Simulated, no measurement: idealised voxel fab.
process module | voxel quadruple lines
cross-section cut | 265 nm wide | cells 5 nm
A cross-section is a grid of square cells, given in bands from the top down. A band is one or more rows of cells.
Each band's line starts with the height of the band's top and of its bottom, in nm. Then come its materials from left to right, each with its width in nm. One material with "throughout" fills the band from edge to edge. "air" is empty space.
Height 0 is the level under which the wafer as received is all one material. The lowest band goes on downwards, as in "0 down".
A width such as "30 to 40" changes by the same amount from each row of cells to the next, from the band's top row to its bottom row.
"no change" after a step means that no cell of the cross-section changed.
closed voids: empty space of 8 cells or more with no open way to the top, each as width x height at its distance from the left edge, in nm
after a step's settings: what the simulator itself notes on the step
overlay nm, on a step with a mask: how far to the right of its planned place the mask lay; to the left if negative
plan
1 op RECEIVE | material Si
2 op CONFORMAL_DEP | material Al2O3 | thk nm 5
3 op DIRECTIONAL_DEP | material W | thk nm 10
4 op DIRECTIONAL_DEP | material polySi | thk nm 15
5 op DIRECTIONAL_DEP | material aC | thk nm 20
6 op PATTERN | tone cover | mask id MANDREL | material resist | width nm 20 | pitch nm 60 | thk nm 25 | overlay nm 0
7 op DIRECTIONAL_ETCH | etch materials aC | depth nm 20
8 op STRIP | etch materials resist
9 op CONFORMAL_DEP | material SiO2 | thk nm 10
10 op DIRECTIONAL_ETCH | etch materials SiO2 | depth nm 10
11 op STRIP | etch materials aC
12 op DIRECTIONAL_ETCH | etch materials polySi | depth nm 15
13 op STRIP | etch materials SiO2
14 op CONFORMAL_DEP | material SiN | thk nm 5
15 op DIRECTIONAL_ETCH | etch materials SiN | depth nm 5
16 op STRIP | etch materials polySi
17 op DIRECTIONAL_ETCH | etch materials W | depth nm 10
18 op STRIP | etch materials SiN
19 op FILL_DEP | material SiO2 | thk nm 10
20 op CMP | height nm 15
as received, after step 1
  0 down: Si throughout
  closed voids: none
first wafer at the end, as planned
  15 to 5: SiO2 75 | W 5 | SiO2 10 | W 5 | SiO2 10 | W 5 | SiO2 10 | W 5 | SiO2 10 | W 5 | SiO2 10 | W 5 | SiO2 10 | W 5 | SiO2 10 | W 5 | SiO2 80
  5 to 0: Al2O3 throughout
  0 down: Si throughout
  closed voids: none
second wafer at the end: like start, like plan, one mistake
  15 to 5: SiO2 85 | W 5 | SiO2 10 | W 5 | SiO2 10 | W 5 | SiO2 10 | W 5 | SiO2 10 | W 5 | SiO2 10 | W 5 | SiO2 10 | W 5 | SiO2 10 | W 5 | SiO2 70
  5 to 0: Al2O3 throughout
  0 down: Si throughout
  closed voids: none
what went wrong: step 6 ran as: op PATTERN | tone cover | mask id MANDREL | material resist | width nm 20 | pitch nm 60 | thk nm 25 | overlay nm 10
at the end the second wafer has, in cells: as many of each material as the first, in other places
